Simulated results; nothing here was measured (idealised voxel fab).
process module | voxel capacitor over wiring
cross-section cut | 275 nm wide | cells 5 nm
A cross-section is a grid of square cells, given in bands from the top down. A band is one or more rows of cells.
Each band's line starts with the height of the band's top and of its bottom, in nm. Then come its materials from left to right, each with its width in nm. One material with "throughout" fills the band from edge to edge. "air" is empty space.
Height 0 is the level under which the wafer as received is all one material. The lowest band goes on downwards, as in "0 down".
A width such as "30 to 40" changes by the same amount from each row of cells to the next, from the band's top row to its bottom row.
"no change" after a step means that no cell of the cross-section changed.
closed voids: empty space of 8 cells or more with no open way to the top, each as width x height at its distance from the left edge, in nm
after a step's settings: what the simulator itself notes on the step
overlay nm, on a step with a mask: how far to the right of its planned place the mask lay; to the left if negative
plan
1 op RECEIVE | material Si
2 op CONFORMAL_DEP | material SiO2 | thk nm 10
3 op CONFORMAL_DEP | material SiCN | thk nm 5
4 op DIRECTIONAL_DEP | material lowk | thk nm 20
5 op DIRECTIONAL_DEP | material aC | thk nm 15
6 op PATTERN | tone open | mask id METAL_1 | material resist | width nm 20 | pitch nm 75 | thk nm 30 | overlay nm 0
7 op DIRECTIONAL_ETCH | etch materials aC | depth nm 15
8 op STRIP | etch materials resist
9 op DIRECTIONAL_ETCH | etch materials lowk | depth nm 20
10 op DIRECTIONAL_ETCH | etch materials SiCN | depth nm 5
11 op STRIP | etch materials aC
12 op CONFORMAL_DEP | material TiN | thk nm 5
13 op FILL_DEP | material Cu | thk nm 10
14 op CMP | height nm 35
15 op CONFORMAL_DEP | material SiCN | thk nm 5
16 op DIRECTIONAL_DEP | material SiO2 | thk nm 10
17 op DIRECTIONAL_DEP | material aC | thk nm 10
18 op PATTERN | tone open | mask id PLUG_1 | material resist | width nm 15 | thk nm 25 | overlay nm 0
19 op DIRECTIONAL_ETCH | etch materials aC | depth nm 10
20 op STRIP | etch materials resist
21 op DIRECTIONAL_ETCH | etch materials SiO2 | depth nm 10
22 op DIRECTIONAL_ETCH | etch materials SiCN | depth nm 5
23 op STRIP | etch materials aC
24 op EPI | material Ru | thk nm 10
25 op EPI | material Ru | thk nm 5
26 op DIRECTIONAL_DEP | material TiN | thk nm 10
27 op DIRECTIONAL_DEP | material SiN | thk nm 5
28 op DIRECTIONAL_DEP | material TiN | thk nm 5
29 op PATTERN | tone cover | mask id UPPER_PLATE | material resist | width nm 60 | thk nm 20 | overlay nm 0
30 op DIRECTIONAL_ETCH | etch materials TiN | depth nm 5
31 op DIRECTIONAL_ETCH | etch materials SiN | depth nm 5
32 op STRIP | etch materials resist
33 op MASKED_ETCH | tone cover | mask id LOWER_PLATE | width nm 70 | etch materials TiN | depth nm 10 | overlay nm 0
34 op FILL_DEP | material SiO2 | thk nm 15
35 op CMP | height nm 80
36 op MASKED_ETCH | tone open | mask id PLUG_2 | width nm 15 | etch materials SiO2 | depth nm 10 | overlay nm 0
37 op CONFORMAL_DEP | material TiN | thk nm 5
38 op FILL_DEP | material W | thk nm 10
39 op CMP | height nm 80
40 op CONFORMAL_DEP | material SiCN | thk nm 5
as received, after step 1
  0 down: Si throughout
  closed voids: none
a wafer at the end: this start, this plan, one mistake
  85 to 80: SiCN throughout
  80 to 75: SiO2 105 | TiN 50 | SiO2 120
  75 to 70: SiO2 105 | TiN 5 | SiN 45 | SiO2 120
  70 to 65: SiO2 90 | TiN 5 | SiO2 15 | TiN 50 | SiO2 115
  65 to 60: SiO2 90 | TiN 70 | SiO2 115
  60 to 55: SiO2 95 | SiN 15 | SiO2 165
  55 to 50: SiO2 95 | TiN 15 | SiO2 165
  50 to 45: SiCN 95 | TiN 15 | SiCN 165
  45 to 35: SiCN throughout
  35 to 15: lowk 90 | TiN 5 | Cu 10 | TiN 5 | lowk 55 | TiN 5 | Cu 10 | TiN 5 | lowk 90
  15 to 10: SiCN 90 | TiN 20 | SiCN 55 | TiN 20 | SiCN 90
  10 to 0: SiO2 throughout
  0 down: Si throughout
  closed voids: none
what went wrong: step 15 ran as: op CONFORMAL_DEP | material SiCN | thk nm 15
